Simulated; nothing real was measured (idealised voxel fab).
Process module, titled voxel tone inversion
FYI the section here is cut, 155 nm wide, cells are 5 nm squares.
A cross-section is written here as square cells arranged in a grid, and it is given in bands from the top down, each band taking up one or more rows of cells.
Read a band's entry like this: the first values are the height of its top and the height of its bottom in nm, and what follows is the sequence of materials from left to right, each with its width in nm. Note that "blank" is empty space, and that a single material marked "throughout" reaches across the band from edge to edge.
Convention: height 0 is the level below which the wafer, as received, is all one material. The lowest band does not terminate at the bottom but continues downward, represented as "z 0 and below".
Graded width ("30..40"): value in top row of band = first number; value in bottom row = second number; row-to-row change constant.
Any step labelled "nothing got changed" changed none of the cells in the cross-section.
Closed empty spaces (no open way to the top) of 8 cells or more are what "Closed cavities" lists, each as width x height at distance from the left edge, nm for all three.
Post-settings text on a step line: simulator's own remark regarding the step.
A step line may carry the setting "overlay nm", which, for steps involving a mask, states the distance by which the mask lay to the right of its intended position; negative values denote displacement to the left.

### Below is the list of planned process steps
1) RECEIVE, material Si
2) CONFORMAL_DEP, material SiN, thk nm 5
3) DIRECTIONAL_DEP, material polySi, thk nm 15
4) PATTERN, tone cover, mask id POSTS, material resist, width nm 25, pitch nm 55, thk nm 20, overlay nm 0
5) DIRECTIONAL_ETCH, etch materials polySi, depth nm 15
6) STRIP, etch materials resist
7) FILL_DEP, material lowk, thk nm 5
8) CMP, height nm 20
9) STRIP, etch materials polySi
10) CONFORMAL_DEP, material TiN, thk nm 5
11) FILL_DEP, material Ru, thk nm 10
12) CMP, height nm 20
13) CONFORMAL_DEP, material SiN, thk nm 5

### Cross-section of the wafer upon arrival, representing the state reached after step 1
> z 0 and below = Si throughout
> Closed cavities: none

### Module complete, cross-section. Starting point and plan per above. One mistake made in running the module
> z 15 to 10 = SiN throughout
> z 10 to 5 = lowk 35, TiN 25, lowk 30, TiN 25, lowk 40
> z 5 to 0 = SiN throughout
> z 0 and below = Si throughout
> Closed cavities: none
The mistake made against the process plan was this: in deviation from the planned setting, step 12 was conducted as CMP, height nm 10
